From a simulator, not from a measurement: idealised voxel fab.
process module | voxel spacer lines
cross-section cut | 225 nm wide | cells 5 nm
A cross-section is a grid of square cells, given in bands from the top down. A band is one or more rows of cells.
Each band's line starts with the height of the band's top and of its bottom, in nm. Then come its materials from left to right, each with its width in nm. One material with "throughout" fills the band from edge to edge. "air" is empty space.
Height 0 is the level under which the wafer as received is all one material. The lowest band goes on downwards, as in "0 down".
A width such as "30 to 40" changes by the same amount from each row of cells to the next, from the band's top row to its bottom row.
"no change" after a step means that no cell of the cross-section changed.
closed voids: empty space of 8 cells or more with no open way to the top, each as width x height at its distance from the left edge, in nm
after a step's settings: what the simulator itself notes on the step
overlay nm, on a step with a mask: how far to the right of its planned place the mask lay; to the left if negative
plan
1 op RECEIVE | material Si
2 op CONFORMAL_DEP | material SiO2 | thk nm 5
3 op DIRECTIONAL_DEP | material TiN | thk nm 20
4 op DIRECTIONAL_DEP | material polySi | thk nm 25
5 op PATTERN | tone cover | mask id MANDREL | material resist | width nm 15 | pitch nm 50 | thk nm 35 | overlay nm 0
6 op DIRECTIONAL_ETCH | etch materials polySi | depth nm 25
7 op STRIP | etch materials resist
8 op CONFORMAL_DEP | material SiN | thk nm 10
9 op DIRECTIONAL_ETCH | etch materials SiN | depth nm 10
10 op STRIP | etch materials polySi
11 op DIRECTIONAL_ETCH | etch materials TiN | depth nm 20
12 op STRIP | etch materials SiN
as received, after step 1
  0 down: Si throughout
  closed voids: none
first wafer at the end, as planned
  25 to 5: air 45 | TiN 10 | air 15 | TiN 10 | air 15 | TiN 10 | air 15 | TiN 10 | air 15 | TiN 10 | air 15 | TiN 10 | air 45
  5 to 0: SiO2 throughout
  0 down: Si throughout
  closed voids: none
second wafer at the end: like start, like plan, one mistake
  30 to 5: polySi throughout
  5 to 0: SiO2 throughout
  0 down: Si throughout
  closed voids: none
what went wrong: steps 3 and 4 were swapped
at the end the second wafer has, in cells: 48 fewer of TiN | 225 more of polySi
